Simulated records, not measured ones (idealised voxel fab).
You're looking at the process module voxel air gaps.
Displayed cross-section: cut, width of 250 nm, square cells sized 5 nm.
Format of a cross-section: grid, square cells. Given as bands. Order: top down. Band: one or more rows of cells. Top, bottom (nm), then materials left to right with widths (nm); lone material tagged "everywhere" fills the whole band edge to edge; "blank" = empty space. Convention: height 0 is the level below which the wafer, as received, is all one material. The lowest band does not terminate at the bottom but continues downward, represented as "0..down". Top row gets the first number, bottom row gets the second, and each row in between changes by the same step: that is how a band width like "30->40" works. "nothing was modified", as given for a step, is the statement that not any cell of the cross-section underwent a change during that step. Empty spaces counting at least 8 cells and having no open way to the top are listed in "Enclosed internal cavities". The notation width x height at distance is used for each, the distance being from the left edge and all three values in nm. That trailing text on a step's line, after the settings, is the simulator's own remark on the step. "overlay nm", when on a step's line for a step with a mask, measures how far to the right of its planned place the mask lay; a negative measure means to the left.

-- Set out below are the planned steps of the process
1,RECEIVE,material Si
2,CONFORMAL_DEP,material SiO2,thk nm 15
3,CONFORMAL_DEP,material SiN,thk nm 5
4,DIRECTIONAL_DEP,material SiO2,thk nm 40
5,PATTERN,tone open,mask id LINES,material resist,width nm 15,pitch nm 55,thk nm 15,overlay nm 0
6,DIRECTIONAL_ETCH,etch materials SiO2,depth nm 40
7,STRIP,etch materials resist
8,CONFORMAL_DEP,material TiN,thk nm 5
9,FILL_DEP,material W,thk nm 5
10,CMP,height nm 60
11,EPI,material Ru,thk nm 10
12,SELECTIVE_ETCH,etch materials SiO2,depth nm 50
13,CONFORMAL_DEP,material SiN,thk nm 5
Every wafer here starts from the same state; it is the step 5 width nm that distinguishes them, and the value the plan gives belongs to the first wafer.

-- As received, i.e. after step 1: cross-section through the first of several wafers
    0..down | Si everywhere
    Enclosed internal cavities: none

-- The first of several wafers, seen in cross-section after the module's last step, step 13
    75..70 | blank 45 | SiN 45 | blank 10 | SiN 45 | blank 10 | SiN 45 | blank 50
    70..60 | blank 45 | SiN 5 | Ru 35 | SiN 5 | blank 10 | SiN 5 | Ru 35 | SiN 5 | blank 10 | SiN 5 | Ru 35 | SiN 5 | blank 50
    60..55 | blank 45 | SiN 15 | TiN 5 | W 5 | TiN 5 | SiN 15 | blank 10 | SiN 15 | TiN 5 | W 5 | TiN 5 | SiN 15 | blank 10 | SiN 15 | TiN 5 | W 5 | TiN 5 | SiN 15 | blank 50
    55..25 | blank 55 | SiN 5 | TiN 5 | W 5 | TiN 5 | SiN 5 | blank 30 | SiN 5 | TiN 5 | W 5 | TiN 5 | SiN 5 | blank 30 | SiN 5 | TiN 5 | W 5 | TiN 5 | SiN 5 | blank 60
    25..20 | SiN 60 | TiN 15 | SiN 40 | TiN 15 | SiN 40 | TiN 15 | SiN 65
    20..15 | SiN everywhere
    15..0 | SiO2 everywhere
    0..down | Si everywhere
    Enclosed internal cavities: none

-- The final wafer, sectioned at module end
    75..70 | blank 35 | SiN 180 | blank 35
    70..60 | blank 35 | SiN 5 | Ru 170 | SiN 5 | blank 35
    60..55 | blank 35 | SiN 15 | TiN 5 | W 30 | TiN 5 | SiO2 15 | TiN 5 | W 30 | TiN 5 | SiO2 15 | TiN 5 | W 30 | TiN 5 | SiN 15 | blank 35
    55..25 | blank 45 | SiN 5 | TiN 5 | W 30 | TiN 5 | SiO2 15 | TiN 5 | W 30 | TiN 5 | SiO2 15 | TiN 5 | W 30 | TiN 5 | SiN 5 | blank 45
    25..20 | SiN 50 | TiN 40 | SiO2 15 | TiN 40 | SiO2 15 | TiN 40 | SiN 50
    20..15 | SiN everywhere
    15..0 | SiO2 everywhere
    0..down | Si everywhere
    Enclosed internal cavities: none

-- Rows = wafers. At module end, each row lists per material the cells gained (+) or lost (-) since the wafer was received, then the closed voids
width nm 15 | +42 Ru | +184 SiN | +150 SiO2 | +51 TiN | +21 W | Enclosed internal cavities: none
width nm 20 | +48 Ru | +184 SiN | +150 SiO2 | +54 TiN | +42 W | Enclosed internal cavities: none
width nm 25 | +54 Ru | +184 SiN | +150 SiO2 | +57 TiN | +63 W | Enclosed internal cavities: 20 x 30 at 85; 20 x 30 at 140
width nm 30 | +60 Ru | +176 SiN | +150 SiO2 | +60 TiN | +84 W | Enclosed internal cavities: 15 x 30 at 90; 15 x 30 at 145
width nm 35 | +66 Ru | +128 SiN | +214 SiO2 | +63 TiN | +105 W | Enclosed internal cavities: none
width nm 40 | +68 Ru | +128 SiN | +198 SiO2 | +66 TiN | +126 W | Enclosed internal cavities: none
